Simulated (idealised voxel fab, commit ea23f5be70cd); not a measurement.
The process module presented herein is designated voxel gate over fins.
FYI the section here is cut, 195 nm wide, cells are 5 nm squares.
We lay out every cross-section as a grid of square cells and spell it out in bands from the top down, where one band means one or more rows of cells.
For a band, the entry starts with two heights in nm, that of the top and then that of the bottom, and carries on with the band's materials in order from left to right, each alongside its width in nm; the word "full width" beside a single material means it fills the band edge to edge, and "blank" means empty space.
Heights from 0 (as-received wafer is one material below). Bottom band endless downward, as "0 nm and below".
Think of "30 to 40" as a width that walks from the first number to the second as you go down the band, top row to bottom row, taking equal-sized steps from row to row.
Basically "all unchanged" means that step didn't change any cell in the cross-section.
The entry titled "Trapped cavities" provides the empty spaces that have no open way to the top, restricted to those of 8 cells or more. Each is presented as width x height at distance, the distance being measured from the left edge, with all three in nm.
Step line, after settings: the simulator's comment on this step.
The "overlay nm" setting may appear on a step's line; for a step that uses a mask, it gives how far to the right of its planned position the mask lay, and a negative value indicates the left.

## Process steps - plan
1: RECEIVE,material Si
2: CONFORMAL_DEP,material SiN,thk nm 5
3: DIRECTIONAL_DEP,material aC,thk nm 15
4: PATTERN,tone cover,mask id FINS,material resist,width nm 15,pitch nm 60,thk nm 30,overlay nm -15
5: DIRECTIONAL_ETCH,etch materials aC,depth nm 15
6: STRIP,etch materials resist
7: DIRECTIONAL_ETCH,etch materials SiN,depth nm 5
8: DIRECTIONAL_ETCH,etch materials Si,depth nm 30
9: STRIP,etch materials aC
10: FILL_DEP,material SiO2,thk nm 10
11: CMP,height nm 5
12: MASKED_ETCH,tone open,mask id RAIL,width nm 15,etch materials SiO2,depth nm 30,overlay nm 0
13: CONFORMAL_DEP,material TiN,thk nm 5
14: FILL_DEP,material W,thk nm 5
15: CMP,height nm 5
16: SELECTIVE_ETCH,etch materials W Ru TiN,depth nm 20
17: FILL_DEP,material SiO2,thk nm 5
18: CMP,height nm 5
19: SELECTIVE_ETCH,etch materials SiO2,depth nm 15
20: STRIP,etch materials SiN
21: CONFORMAL_DEP,material HfO2,thk nm 5
22: CONFORMAL_DEP,material TiN,thk nm 5
23: CONFORMAL_DEP,material TiAl,thk nm 5
24: CONFORMAL_DEP,material TiN,thk nm 5
25: FILL_DEP,material W,thk nm 15
26: CMP,height nm 30
27: CONFORMAL_DEP,material SiCN,thk nm 10
All wafers enter the flow in the same state. The overlay nm at step 4 differs from wafer to wafer, and the plan gives the value for the first wafer.

## Cross-section of the first of several wafers as received (after step 1)
- 0 nm and below | Si full width
- Trapped cavities: none

## Module finished, last step 27 done: cross-section of the first of several wafers
- 40 nm to 30 nm | SiCN full width
- 30 nm to 20 nm | W full width
- 20 nm to 15 nm | TiN 50; W 5; TiN 55; W 5; TiN 55; W 25
- 15 nm to 10 nm | TiAl 45; TiN 5; W 5; TiN 5; TiAl 45; TiN 5; W 5; TiN 5; TiAl 45; TiN 5; W 25
- 10 nm to 5 nm | TiAl 5; TiN 35; TiAl 5; TiN 15; TiAl 5; TiN 35; TiAl 5; TiN 15; TiAl 5; TiN 35; TiAl 5; TiN 30
- 5 nm to 0 nm | TiAl 5; TiN 5; HfO2 25; TiN 5; TiAl 25; TiN 5; HfO2 25; TiN 5; TiAl 25; TiN 5; HfO2 25; TiN 5; TiAl 35
- 0 nm to -5 nm | TiN 10; HfO2 5; Si 15; HfO2 5; TiN 35; HfO2 5; Si 15; HfO2 5; TiN 35; HfO2 5; Si 15; HfO2 5; TiN 40
- -5 nm to -10 nm | HfO2 15; Si 15; HfO2 45; Si 15; HfO2 45; Si 15; HfO2 45
- -10 nm to -15 nm | SiO2 15; Si 15; SiO2 45; Si 15; SiO2 45; Si 15; SiO2 45
- -15 nm to -20 nm | SiO2 15; Si 15; SiO2 30; TiN 5; W 5; TiN 5; Si 15; SiO2 45; Si 15; SiO2 45
- -20 nm to -25 nm | SiO2 15; Si 15; SiO2 30; TiN 15; Si 15; SiO2 45; Si 15; SiO2 45
- -25 nm to -30 nm | SiO2 15; Si 15; SiO2 45; Si 15; SiO2 45; Si 15; SiO2 45
- -30 nm and below | Si full width
- Trapped cavities: none

## Last wafer of the set, cross-sectioned at end of module
- 40 nm to 30 nm | SiCN full width
- 30 nm to 20 nm | W full width
- 20 nm to 15 nm | W 25; TiN 55; W 5; TiN 55; W 5; TiN 50
- 15 nm to 10 nm | W 25; TiN 5; TiAl 45; TiN 5; W 5; TiN 5; TiAl 45; TiN 5; W 5; TiN 5; TiAl 45
- 10 nm to 5 nm | TiN 30; TiAl 5; TiN 35; TiAl 5; TiN 15; TiAl 5; TiN 35; TiAl 5; TiN 15; TiAl 5; TiN 35; TiAl 5
- 5 nm to 0 nm | TiAl 35; TiN 5; HfO2 25; TiN 5; TiAl 25; TiN 5; HfO2 25; TiN 5; TiAl 25; TiN 5; HfO2 25; TiN 5; TiAl 5
- 0 nm to -5 nm | TiN 40; HfO2 5; Si 15; HfO2 5; TiN 35; HfO2 5; Si 15; HfO2 5; TiN 35; HfO2 5; Si 15; HfO2 5; TiN 10
- -5 nm to -10 nm | HfO2 45; Si 15; HfO2 45; Si 15; HfO2 45; Si 15; HfO2 15
- -10 nm to -15 nm | SiO2 45; Si 15; SiO2 45; Si 15; SiO2 45; Si 15; SiO2 15
- -15 nm to -20 nm | SiO2 45; Si 15; TiN 5; W 5; TiN 5; SiO2 30; Si 15; SiO2 45; Si 15; SiO2 15
- -20 nm to -25 nm | SiO2 45; Si 15; TiN 15; SiO2 30; Si 15; SiO2 45; Si 15; SiO2 15
- -25 nm to -30 nm | SiO2 45; Si 15; SiO2 45; Si 15; SiO2 45; Si 15; SiO2 15
- -30 nm and below | Si full width
- Trapped cavities: none

## Table: wafers, a row each; end-of-module cell change per material since receipt, gain (+), loss (-); then closed voids
overlay nm -15; +51 HfO2; -180 Si; +78 SiCN; +114 SiO2; +51 TiAl; +105 TiN; +93 W; Trapped cavities: none
overlay nm -10; +51 HfO2; -180 Si; +78 SiCN; +114 SiO2; +51 TiAl; +107 TiN; +91 W; Trapped cavities: none
overlay nm -5; +51 HfO2; -180 Si; +78 SiCN; +114 SiO2; +51 TiAl; +107 TiN; +91 W; Trapped cavities: none
overlay nm 0; +51 HfO2; -180 Si; +78 SiCN; +114 SiO2; +51 TiAl; +107 TiN; +91 W; Trapped cavities: none
overlay nm 5; +51 HfO2; -180 Si; +78 SiCN; +114 SiO2; +51 TiAl; +107 TiN; +91 W; Trapped cavities: none
overlay nm 10; +51 HfO2; -180 Si; +78 SiCN; +114 SiO2; +51 TiAl; +107 TiN; +91 W; Trapped cavities: none
overlay nm 15; +51 HfO2; -180 Si; +78 SiCN; +114 SiO2; +51 TiAl; +105 TiN; +93 W; Trapped cavities: none
